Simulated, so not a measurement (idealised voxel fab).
Process module, titled voxel self aligned contacts
The cross-section shown here is cut; it is 225 nm wide and divided into square cells measuring 5 nm on a side.
Each cross-section below is a grid of square cells, stated as bands in top-down order, with one or more rows of cells making up each band.
Band entry format. Leading values: height of top, height of bottom, nm. Remainder: materials in left-to-right order, each with its width in nm. Special words: "edge to edge" on a single material, which then fills the band edge to edge; "air", empty space.
Heads up on the height convention: 0 is the point under which the incoming wafer is all one material, and the lowest band has no bottom, it just keeps going down, like "from 0 down".
The width entry "30..40" should be interpreted row by row: the top row of cells in the band takes the first number, the bottom row takes the second number, and the change between adjacent rows is uniform throughout.
Given "no modifications" for a step, no cell of the cross-section differs between before and after that step.
You'll see "Closed internal cavities" listing empty spaces that have no way open to the top, as long as they're 8 cells or more; the notation is width x height at distance, where the distance is from the left edge, and all of it is in nm.
Post-settings text on a step line: simulator's own remark regarding the step.
"overlay nm", when on a step's line for a step with a mask, measures how far to the right of its planned place the mask lay; a negative measure means to the left.
## Planned step list for the process
- 1: RECEIVE (material Si)
- 2: OXIDIZE (depth nm 5)
- 3: DIRECTIONAL_DEP (material polySi; thk nm 30)
- 4: DIRECTIONAL_DEP (material SiN; thk nm 20)
- 5: PATTERN (tone cover; mask id GATE; material resist; width nm 35; pitch nm 65; thk nm 15; overlay nm 0)
- 6: DIRECTIONAL_ETCH (etch materials SiN; depth nm 20)
- 7: DIRECTIONAL_ETCH (etch materials polySi; depth nm 30)
- 8: STRIP (etch materials resist)
- 9: CONFORMAL_DEP (material SiN; thk nm 5)
- 10: DIRECTIONAL_ETCH (etch materials SiN; depth nm 5)
- 11: FILL_DEP (material SiO2; thk nm 15)
- 12: CMP (height nm 60)
- 13: DIRECTIONAL_DEP (material aC; thk nm 15)
- 14: PATTERN (tone open; mask id CONTACT; material resist; width nm 50; pitch nm 65; thk nm 30; overlay nm 0)
- 15: DIRECTIONAL_ETCH (etch materials aC; depth nm 15)
- 16: STRIP (etch materials resist)
- 17: DIRECTIONAL_ETCH (etch materials SiO2; depth nm 65)
- 18: STRIP (etch materials aC)
- 19: CONFORMAL_DEP (material TiN; thk nm 5)
- 20: FILL_DEP (material W; thk nm 10)
- 21: CMP (height nm 60)
- 22: CONFORMAL_DEP (material SiN; thk nm 5)
## Cross-sectional view of the wafer in its as-received condition, corresponding to the state after step 1
    from 0 down | Si edge to edge
    Closed internal cavities: none
## As-planned run: cross-section of the first of two wafers at end of module
    from 65 to 60 | SiN edge to edge
    from 60 to 50 | 55 SiO2 / 5..20 TiN / 40..10 W / 5..20 TiN / 15 SiO2 / 5..20 TiN / 40..10 W / 5..20 TiN / 55 SiO2
    from 50 to 30 | 25 SiO2 / 45 SiN / 5 TiN / 10 W / 5 TiN / 45 SiN / 5 TiN / 10 W / 5 TiN / 45 SiN / 25 SiO2
    from 30 to 0 | 25 SiO2 / 5 SiN / 35 polySi / 5 SiN / 5 TiN / 10 W / 5 TiN / 5 SiN / 35 polySi / 5 SiN / 5 TiN / 10 W / 5 TiN / 5 SiN / 35 polySi / 5 SiN / 25 SiO2
    from 0 to -5 | 70 SiO2 / 20 TiN / 45 SiO2 / 20 TiN / 70 SiO2
    from -5 down | Si edge to edge
    Closed internal cavities: none
## Here's the second of our two wafers sectioned at module end. Same start as the first, same plan, but one mistake got made running it
    from 65 to 60 | SiN edge to edge
    from 60 to 50 | 55 SiO2 / 5..15 TiN / 40..20 W / 5..15 TiN / 15 SiO2 / 5..15 TiN / 40..20 W / 5..15 TiN / 55 SiO2
    from 50 to 30 | 30 SiO2 / 35 SiN / 5 TiN / 20 W / 5 TiN / 35 SiN / 5 TiN / 20 W / 5 TiN / 35 SiN / 30 SiO2
    from 30 to 0 | 30 SiO2 / 5 SiN / 25 polySi / 5 SiN / 5 TiN / 20 W / 5 TiN / 5 SiN / 25 polySi / 5 SiN / 5 TiN / 20 W / 5 TiN / 5 SiN / 25 polySi / 5 SiN / 30 SiO2
    from 0 to -5 | 65 SiO2 / 30 TiN / 35 SiO2 / 30 TiN / 65 SiO2
    from -5 down | Si edge to edge
    Closed internal cavities: none
So what did we get wrong on this run? so step 5 ended up running with a different setting than we planned, it ran as PATTERN (tone cover; mask id GATE; material resist; width nm 25; pitch nm 65; thk nm 15; overlay nm 0)
Final comparison by cell count, materials where the second wafer has more or fewer than the first: 24 fewer of SiN, 16 more of SiO2, 44 more of W, 36 fewer of polySi
